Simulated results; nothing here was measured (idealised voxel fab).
Documented hereafter: the process module known as voxel ribs on slabs.
It is cross-section cut that appears here, measuring 290 nm in width, its square cells being 5 nm in size.
A cross-section is a grid of square cells, given in bands from the top down. A band is one or more rows of cells. Band: top and bottom heights (nm) first, top before bottom; then materials from left to right, widths in nm. "everywhere" marks a sole material filling the band edge to edge. "air" denotes empty space. Heights are measured from 0, the level below which the as-received wafer is all one material; the lowest band has no bottom and continues downward, written as in "0 -> down". A width given as "30..40" starts at the first number in the band's top row and ends at the second number in its bottom row, shifting by an equal amount at every step from row to row. "identical to before" (step): cross-section cells unchanged, all of them. "Entrapped void list" - sealed voids, min. 8 cells, no opening to top; format: width x height at distance (distance from left edge; nm throughout). Formally, on a step line, whatever follows the settings is a remark that the simulator itself makes on the step. The "overlay nm" setting may appear on a step's line; for a step that uses a mask, it gives how far to the right of its planned position the mask lay, and a negative value indicates the left.
Steps in the process plan
1: RECEIVE with material Si
2: DIRECTIONAL_DEP with material SiO2, thk nm 20
3: DIRECTIONAL_DEP with material polySi, thk nm 25
4: DIRECTIONAL_DEP with material aC, thk nm 10
5: PATTERN with tone cover, mask id RIB, material resist, width nm 20, thk nm 25, overlay nm 0
6: DIRECTIONAL_ETCH with etch materials aC, depth nm 10
7: STRIP with etch materials resist
8: DIRECTIONAL_ETCH with etch materials polySi, depth nm 5
9: STRIP with etch materials aC
10: PATTERN with tone cover, mask id SLAB, material resist, width nm 70, thk nm 15, overlay nm 0
11: DIRECTIONAL_ETCH with etch materials polySi, depth nm 20
12: STRIP with etch materials resist
13: FILL_DEP with material SiO2, thk nm 30
14: CMP with height nm 65
15: DIRECTIONAL_DEP with material W, thk nm 5
16: MASKED_ETCH with tone cover, mask id HEATER, width nm 30, etch materials W, depth nm 5, overlay nm 0
17: CONFORMAL_DEP with material SiO2, thk nm 5
Shown in cross-section is the wafer as received, that is, as it stands after step 1
    0 -> down  Si everywhere
    Entrapped void list: none
A wafer at the end: this start, this plan, one mistake
    65 -> 60  air 125; SiO2 40; air 125
    60 -> 55  SiO2 130; W 30; SiO2 130
    55 -> 45  SiO2 everywhere
    45 -> 40  SiO2 135; polySi 20; SiO2 135
    40 -> 20  SiO2 110; polySi 70; SiO2 110
    20 -> 0  SiO2 everywhere
    0 -> down  Si everywhere
    Entrapped void list: none
Finding, execution versus plan: not per plan at step 14, really ran CMP with height nm 55
